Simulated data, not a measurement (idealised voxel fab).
voxel self aligned contacts: a process module
Xsec cut, 265 nm wide, square cell size 5 nm.
When this document writes out a cross-section, it uses a grid of square cells and lists it as bands, beginning at the top and moving down, with a band standing for one or more rows of cells.
Quick guide to a band line: top height, bottom height (nm) up front; then every material left to right with its width in nm. Only one material and it's marked "full width"? Then it fills the band edge to edge. And "empty" just means empty space.
Ref level 0: as-received wafer is one material below here. Bottom band extends down with no lower bound ("z 0 and below").
Per-row width for "30 to 40": begins at first number (top row of band), ends at second number (bottom row), increment between rows held constant.
A step reported as "changes: none" is a step in which no cell of the cross-section changed.
Closed-off voids of 8+ cells (no open route to the top) go in "Voids, enclosed", written width x height at distance from the left edge, in nm.
Anything after a step's settings on that line? It's the simulator's own note about the step.
For masked steps, "overlay nm" on the step line gives how far right of plan the mask actually lay; a minus sign means it lay to the left.

Planned step list for the process:
1. RECEIVE, material Si
2. OXIDIZE, depth nm 5
3. DIRECTIONAL_DEP, material polySi, thk nm 30
4. DIRECTIONAL_DEP, material SiN, thk nm 20
5. PATTERN, tone cover, mask id GATE, material resist, width nm 30, pitch nm 65, thk nm 20, overlay nm 0
6. DIRECTIONAL_ETCH, etch materials SiN, depth nm 20
7. DIRECTIONAL_ETCH, etch materials polySi, depth nm 30
8. STRIP, etch materials resist
9. CONFORMAL_DEP, material SiN, thk nm 10
10. DIRECTIONAL_ETCH, etch materials SiN, depth nm 10
11. FILL_DEP, material SiO2, thk nm 15
12. CMP, height nm 55
13. DIRECTIONAL_DEP, material aC, thk nm 15
14. PATTERN, tone open, mask id CONTACT, material resist, width nm 45, thk nm 30, overlay nm 0
15. DIRECTIONAL_ETCH, etch materials aC, depth nm 15
16. STRIP, etch materials resist
17. DIRECTIONAL_ETCH, etch materials SiO2, depth nm 60
18. STRIP, etch materials aC
19. CONFORMAL_DEP, material TiN, thk nm 5
20. FILL_DEP, material Ru, thk nm 10
21. CMP, height nm 55
22. CONFORMAL_DEP, material SiN, thk nm 5

Incoming wafer, cross-sectional view, post step 1:
	z 0 and below: Si full width
	Voids, enclosed: none

Result of the module, cross-sectioned: start per above, plan per above, one error in how it was run:
	z 60 to 55: SiN full width
	z 55 to 50: SiO2: 110; TiN: 45; SiO2: 110
	z 50 to 30: SiN: 95; SiO2: 10; SiN: 55; SiO2: 10; SiN: 95
	z 30 to 0: polySi: 85; SiN: 10; SiO2: 10; SiN: 10; polySi: 35; SiN: 10; SiO2: 10; SiN: 10; polySi: 85
	z 0 to -5: SiO2 full width
	z -5 and below: Si full width
	Voids, enclosed: none
Want to know what went wrong? step 5 did not happen as planned, as run it was PATTERN, tone open, mask id GATE, material resist, width nm 30, pitch nm 65, thk nm 20, overlay nm 0
